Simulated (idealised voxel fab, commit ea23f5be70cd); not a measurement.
A process module follows: voxel self aligned contacts.
Pictured: cross-section cut, 205 nm wide, on a grid of 5 nm square cells.
Cross-section spec: square-cell grid; bands listed top down; each band is one or more rows.
Within each band entry, the heights of the top and of the bottom of the band appear first, in that order and in nm; the materials of the band then follow from left to right, each with its corresponding width in nm. The designation "full width" on a single material indicates that it fills the band from edge to edge; the designation "empty" indicates empty space.
The level at which height equals 0 is the one under which the wafer, as it arrives, is entirely one material. No lower edge exists for the bottom band, which continues downward and is notated as in "0 -> down".
The width entry "30 to 40" should be interpreted row by row: the top row of cells in the band takes the first number, the bottom row takes the second number, and the change between adjacent rows is uniform throughout.
"nothing was modified" after a step means that no cell of the cross-section changed.
Closed empty spaces (no open way to the top) of 8 cells or more are what "Enclosed void list" lists, each as width x height at distance from the left edge, nm for all three.
It should be noted that, on the line of a given step, the content following the step's settings is a remark produced by the simulator itself with respect to that step.
Among the settings permitted on a step's line is "overlay nm"; applied to a step with a mask, it specifies the extent to which the mask lay to the right of its planned position, whereas a negative figure signifies a position to the left.

### Process steps foreseen in the plan
1 RECEIVE (material Si)
2 OXIDIZE (depth nm 5)
3 DIRECTIONAL_DEP (material polySi; thk nm 20)
4 DIRECTIONAL_DEP (material SiN; thk nm 15)
5 DIRECTIONAL_DEP (material aC; thk nm 10)
6 PATTERN (tone cover; mask id GATE; material resist; width nm 30; pitch nm 55; thk nm 25; overlay nm 0)
7 DIRECTIONAL_ETCH (etch materials aC; depth nm 10)
8 STRIP (etch materials resist)
9 DIRECTIONAL_ETCH (etch materials SiN; depth nm 15)
10 DIRECTIONAL_ETCH (etch materials polySi; depth nm 20)
11 STRIP (etch materials aC)
12 CONFORMAL_DEP (material SiN; thk nm 5)
13 DIRECTIONAL_ETCH (etch materials SiN; depth nm 5)
14 FILL_DEP (material SiO2; thk nm 15)
15 CMP (height nm 40)
16 DIRECTIONAL_DEP (material aC; thk nm 10)
17 PATTERN (tone open; mask id CONTACT; material resist; width nm 35; pitch nm 55; thk nm 30; overlay nm 0)
18 DIRECTIONAL_ETCH (etch materials aC; depth nm 10)
19 STRIP (etch materials resist)
20 DIRECTIONAL_ETCH (etch materials SiO2; depth nm 45)
21 STRIP (etch materials aC)
22 CONFORMAL_DEP (material TiN; thk nm 5)
23 FILL_DEP (material Ru; thk nm 10)
24 CMP (height nm 40)
25 CONFORMAL_DEP (material SiN; thk nm 5)

### Cross-section of the wafer upon arrival, representing the state reached after step 1
  0 -> down  Si full width
  Enclosed void list: none

### This is how the wafer looks in cross-section once the module is done, given the starting state and plan above and one mistake in carrying the plan out
  45 -> 40  SiN full width
  40 -> 35  SiO2 (55), TiN (35), SiO2 (20), TiN (35), SiO2 (60)
  35 -> 20  SiN (35), SiO2 (20), SiN (35), SiO2 (20), SiN (35), SiO2 (20), SiN (40)
  20 -> 0  polySi (30), SiN (5), SiO2 (20), SiN (5), polySi (25), SiN (5), SiO2 (20), SiN (5), polySi (25), SiN (5), SiO2 (20), SiN (5), polySi (35)
  0 -> -5  SiO2 full width
  -5 -> down  Si full width
  Enclosed void list: none
What was the processing mistake? step 6 ran with different settings than intended, the actual operation and settings being PATTERN (tone open; mask id GATE; material resist; width nm 30; pitch nm 55; thk nm 25; overlay nm 0)
